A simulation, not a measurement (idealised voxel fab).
process module | voxel trench capacitor
cross-section cut | 245 nm wide | cells 5 nm
A cross-section is a grid of square cells, given in bands from the top down. A band is one or more rows of cells.
Each band's line starts with the height of the band's top and of its bottom, in nm. Then come its materials from left to right, each with its width in nm. One material with "throughout" fills the band from edge to edge. "air" is empty space.
Height 0 is the level under which the wafer as received is all one material. The lowest band goes on downwards, as in "0 down".
A width such as "30 to 40" changes by the same amount from each row of cells to the next, from the band's top row to its bottom row.
"no change" after a step means that no cell of the cross-section changed.
closed voids: empty space of 8 cells or more with no open way to the top, each as width x height at its distance from the left edge, in nm
after a step's settings: what the simulator itself notes on the step
overlay nm, on a step with a mask: how far to the right of its planned place the mask lay; to the left if negative
plan
1 op RECEIVE | material Si
2 op CONFORMAL_DEP | material SiN | thk nm 10
3 op DIRECTIONAL_DEP | material aC | thk nm 15
4 op PATTERN | tone open | mask id TRENCH | material resist | width nm 20 | pitch nm 40 | thk nm 35 | overlay nm 0
5 op DIRECTIONAL_ETCH | etch materials aC | depth nm 15
6 op STRIP | etch materials resist
7 op DIRECTIONAL_ETCH | etch materials SiN | depth nm 10
8 op DIRECTIONAL_ETCH | etch materials Si | depth nm 30
9 op STRIP | etch materials aC
10 op CONFORMAL_DEP | material Al2O3 | thk nm 5
11 op FILL_DEP | material polySi | thk nm 10
12 op CMP | height nm 10
first wafer, as planned
as received, after step 1
  0 down: Si throughout
  closed voids: none
after step 2
  10 to 0: SiN throughout
  below 0: unchanged
after step 3
  25 to 10: aC throughout
  below 10: unchanged
after step 4
  60 to 25: resist 90 | air 20 | resist 20 | air 20 | resist 95
  below 25: unchanged
after step 5
  45 to 25: resist 90 | air 20 | resist 20 | air 20 | resist 95
  25 to 10: aC 90 | air 20 | aC 20 | air 20 | aC 95
  below 10: unchanged
after step 6
  25 to 10: aC 90 | air 20 | aC 20 | air 20 | aC 95
  below 10: unchanged
after step 7
  25 to 10: aC 90 | air 20 | aC 20 | air 20 | aC 95
  10 to 0: SiN 90 | air 20 | SiN 20 | air 20 | SiN 95
  below 0: unchanged
after step 8
  25 to 10: aC 90 | air 20 | aC 20 | air 20 | aC 95
  10 to 0: SiN 90 | air 20 | SiN 20 | air 20 | SiN 95
  0 to -30: Si 90 | air 20 | Si 20 | air 20 | Si 95
  below -30: unchanged
after step 9
  10 to 0: SiN 90 | air 20 | SiN 20 | air 20 | SiN 95
  below 0: unchanged
after step 10
  15 to 10: Al2O3 95 | air 10 | Al2O3 30 | air 10 | Al2O3 100
  10 to 0: SiN 90 | Al2O3 5 | air 10 | Al2O3 5 | SiN 20 | Al2O3 5 | air 10 | Al2O3 5 | SiN 95
  0 to -25: Si 90 | Al2O3 5 | air 10 | Al2O3 5 | Si 20 | Al2O3 5 | air 10 | Al2O3 5 | Si 95
  -25 to -30: Si 90 | Al2O3 20 | Si 20 | Al2O3 20 | Si 95
  below -30: unchanged
after step 11
  25 to 15: polySi throughout
  15 to 10: Al2O3 95 | polySi 10 | Al2O3 30 | polySi 10 | Al2O3 100
  10 to 0: SiN 90 | Al2O3 5 | polySi 10 | Al2O3 5 | SiN 20 | Al2O3 5 | polySi 10 | Al2O3 5 | SiN 95
  0 to -25: Si 90 | Al2O3 5 | polySi 10 | Al2O3 5 | Si 20 | Al2O3 5 | polySi 10 | Al2O3 5 | Si 95
  below -25: unchanged
after step 12
  10 to 0: SiN 90 | Al2O3 5 | polySi 10 | Al2O3 5 | SiN 20 | Al2O3 5 | polySi 10 | Al2O3 5 | SiN 95
  below 0: unchanged
second wafer: like start, like plan, one mistake. Through step 5 it matches the first wafer
when step 6 should have ended
  45 to 25: resist 90 | air 20 | resist 20 | air 20 | resist 95
  25 to 10: aC 90 | air 20 | aC 20 | air 20 | aC 95
  10 to 0: SiN 90 | air 20 | SiN 20 | air 20 | SiN 95
  below 0: unchanged
when step 7 should have ended
  25 to 10: aC 90 | air 20 | aC 20 | air 20 | aC 95
  below 10: unchanged
when step 8 should have ended
  25 to 10: aC 90 | air 20 | aC 20 | air 20 | aC 95
  10 to 0: SiN 90 | air 20 | SiN 20 | air 20 | SiN 95
  0 to -30: Si 90 | air 20 | Si 20 | air 20 | Si 95
  below -30: unchanged
when step 9 should have ended
  10 to 0: SiN 90 | air 20 | SiN 20 | air 20 | SiN 95
  below 0: unchanged
when step 10 should have ended
  15 to 10: Al2O3 95 | air 10 | Al2O3 30 | air 10 | Al2O3 100
  10 to 0: SiN 90 | Al2O3 5 | air 10 | Al2O3 5 | SiN 20 | Al2O3 5 | air 10 | Al2O3 5 | SiN 95
  0 to -25: Si 90 | Al2O3 5 | air 10 | Al2O3 5 | Si 20 | Al2O3 5 | air 10 | Al2O3 5 | Si 95
  -25 to -30: Si 90 | Al2O3 20 | Si 20 | Al2O3 20 | Si 95
  below -30: unchanged
when step 11 should have ended
  25 to 15: polySi throughout
  15 to 10: Al2O3 95 | polySi 10 | Al2O3 30 | polySi 10 | Al2O3 100
  10 to 0: SiN 90 | Al2O3 5 | polySi 10 | Al2O3 5 | SiN 20 | Al2O3 5 | polySi 10 | Al2O3 5 | SiN 95
  0 to -25: Si 90 | Al2O3 5 | polySi 10 | Al2O3 5 | Si 20 | Al2O3 5 | polySi 10 | Al2O3 5 | Si 95
  below -25: unchanged
when step 12 should have ended
  10 to 0: SiN 90 | Al2O3 5 | polySi 10 | Al2O3 5 | SiN 20 | Al2O3 5 | polySi 10 | Al2O3 5 | SiN 95
  below 0: unchanged
what went wrong: steps 6 and 7 were swapped
at the end the two cross-sections are the same: no effect in what this model computes
